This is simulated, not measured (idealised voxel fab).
The name of this process module is voxel capacitor over wiring.
The cross-section shown here is cut; it is 245 nm wide and divided into square cells measuring 5 nm on a side.
If you're reading a cross-section in this doc, picture square cells in a grid; it comes to you as bands, top ones listed first down to the bottom, and a band can be one or more rows of cells.
Top, bottom (nm), then materials left to right with widths (nm); lone material tagged "everywhere" fills the whole band edge to edge; "empty" = empty space.
Heights are expressed relative to 0, this being the level below which the as-received wafer comprises one material exclusively. The lowest band is unbounded in the downward direction and is denoted as in "0 nm and below".
The expression "30->40" gives the width at the extremes of the band, the first number at its top row of cells and the second at its bottom row, with the width changing by equal amounts from each row to the next in between.
Basically "same as before" means that step didn't change any cell in the cross-section.
The label "Closed void list" introduces a list of the empty spaces, 8 cells or larger, that have no open way up to the top; each entry in it reads width x height at distance, where the distance is taken from the left edge and all three are stated in nm.
Text after the settings on a step's line: the simulator's own remark on that step.
You can add "overlay nm" to a step's line. For a step with a mask, it describes how far the mask lay to the right of its planned position, and a negative number describes a lay to the left.

[Steps in the process plan]
1) RECEIVE with material Si
2) CONFORMAL_DEP with material SiO2, thk nm 10
3) CONFORMAL_DEP with material SiN, thk nm 5
4) DIRECTIONAL_DEP with material SiO2, thk nm 15
5) DIRECTIONAL_DEP with material aC, thk nm 15
6) PATTERN with tone open, mask id METAL_1, material resist, width nm 25, pitch nm 75, thk nm 30, overlay nm 0
7) DIRECTIONAL_ETCH with etch materials aC, depth nm 15
8) STRIP with etch materials resist
9) DIRECTIONAL_ETCH with etch materials SiO2, depth nm 15
10) DIRECTIONAL_ETCH with etch materials SiN, depth nm 5
11) STRIP with etch materials aC
12) CONFORMAL_DEP with material TiN, thk nm 5
13) FILL_DEP with material Cu, thk nm 5
14) CMP with height nm 30
15) CONFORMAL_DEP with material SiCN, thk nm 5
16) DIRECTIONAL_DEP with material lowk, thk nm 15
17) PATTERN with tone open, mask id PLUG_1, material resist, width nm 15, thk nm 20, overlay nm 0
18) DIRECTIONAL_ETCH with etch materials lowk, depth nm 15
19) DIRECTIONAL_ETCH with etch materials SiCN, depth nm 5
20) STRIP with etch materials resist
21) CONFORMAL_DEP with material TiN, thk nm 5
22) FILL_DEP with material Ru, thk nm 10
23) CMP with height nm 50
24) DIRECTIONAL_DEP with material TiN, thk nm 10
25) DIRECTIONAL_DEP with material HfO2, thk nm 5
26) DIRECTIONAL_DEP with material TiN, thk nm 10
27) MASKED_ETCH with tone cover, mask id UPPER_PLATE, width nm 55, etch materials TiN, depth nm 10, overlay nm 0
28) MASKED_ETCH with tone cover, mask id UPPER_PLATE, width nm 55, etch materials HfO2, depth nm 5, overlay nm 0
29) PATTERN with tone cover, mask id LOWER_PLATE, material resist, width nm 65, thk nm 20, overlay nm 0
30) DIRECTIONAL_ETCH with etch materials TiN, depth nm 10
31) STRIP with etch materials resist
32) FILL_DEP with material SiO2, thk nm 15
33) CMP with height nm 85
34) DIRECTIONAL_DEP with material aC, thk nm 10
35) PATTERN with tone open, mask id PLUG_2, material resist, width nm 15, thk nm 30, overlay nm 0
36) DIRECTIONAL_ETCH with etch materials aC, depth nm 10
37) STRIP with etch materials resist
38) DIRECTIONAL_ETCH with etch materials SiO2, depth nm 10
39) STRIP with etch materials aC
40) CONFORMAL_DEP with material TiN, thk nm 5
41) FILL_DEP with material Ru, thk nm 10
42) CMP with height nm 85
43) CONFORMAL_DEP with material SiN, thk nm 5

[Here's what the wafer looked like in cross-section when it arrived - that's after step 1]
  0 nm and below | Si everywhere
  Closed void list: none

[Cross-sectional view of the first of the two wafers upon completion of the module, processed in accordance with the plan]
  90 nm to 85 nm | SiN everywhere
  85 nm to 80 nm | 90 nm SiO2; 5 nm TiN; 5 nm Ru; 5 nm TiN; 140 nm SiO2
  80 nm to 75 nm | 90 nm SiO2; 15 nm TiN; 140 nm SiO2
  75 nm to 65 nm | 80 nm SiO2; 55 nm TiN; 110 nm SiO2
  65 nm to 60 nm | 80 nm SiO2; 55 nm HfO2; 110 nm SiO2
  60 nm to 50 nm | 75 nm SiO2; 65 nm TiN; 105 nm SiO2
  50 nm to 35 nm | 80 nm lowk; 5 nm TiN; 5 nm Ru; 5 nm TiN; 150 nm lowk
  35 nm to 30 nm | 80 nm SiCN; 15 nm TiN; 150 nm SiCN
  30 nm to 15 nm | 70 nm SiO2; 5 nm TiN; 15 nm Cu; 5 nm TiN; 50 nm SiO2; 5 nm TiN; 15 nm Cu; 5 nm TiN; 75 nm SiO2
  15 nm to 10 nm | 70 nm SiN; 25 nm TiN; 50 nm SiN; 25 nm TiN; 75 nm SiN
  10 nm to 0 nm | SiO2 everywhere
  0 nm and below | Si everywhere
  Closed void list: none

[Presented here is a cross-section of the second of the two wafers as it stood at the end of the module. It was started in the same manner and assigned the same plan as the first wafer; however, one mistake was made in its execution]
  90 nm to 85 nm | SiN everywhere
  85 nm to 80 nm | 90 nm SiO2; 5 nm TiN; 5 nm Ru; 5 nm TiN; 140 nm SiO2
  80 nm to 75 nm | 90 nm SiO2; 15 nm TiN; 140 nm SiO2
  75 nm to 65 nm | 75 nm SiO2; 65 nm TiN; 105 nm SiO2
  65 nm to 60 nm | 75 nm SiO2; 65 nm HfO2; 105 nm SiO2
  60 nm to 50 nm | 75 nm SiO2; 65 nm TiN; 105 nm SiO2
  50 nm to 35 nm | 80 nm lowk; 5 nm TiN; 5 nm Ru; 5 nm TiN; 150 nm lowk
  35 nm to 30 nm | 80 nm SiCN; 15 nm TiN; 150 nm SiCN
  30 nm to 15 nm | 70 nm SiO2; 5 nm TiN; 15 nm Cu; 5 nm TiN; 50 nm SiO2; 5 nm TiN; 15 nm Cu; 5 nm TiN; 75 nm SiO2
  15 nm to 10 nm | 70 nm SiN; 25 nm TiN; 50 nm SiN; 25 nm TiN; 75 nm SiN
  10 nm to 0 nm | SiO2 everywhere
  0 nm and below | Si everywhere
  Closed void list: none
What broke from the plan during processing? step 27, actual vs plan mismatch, actual run MASKED_ETCH with tone cover, mask id UPPER_PLATE, width nm 65, etch materials TiN, depth nm 10, overlay nm 0
Looking at both finished wafers in cells, the second ends up ahead of or behind the first on some materials: HfO2 +2 | SiO2 -6 | TiN +4
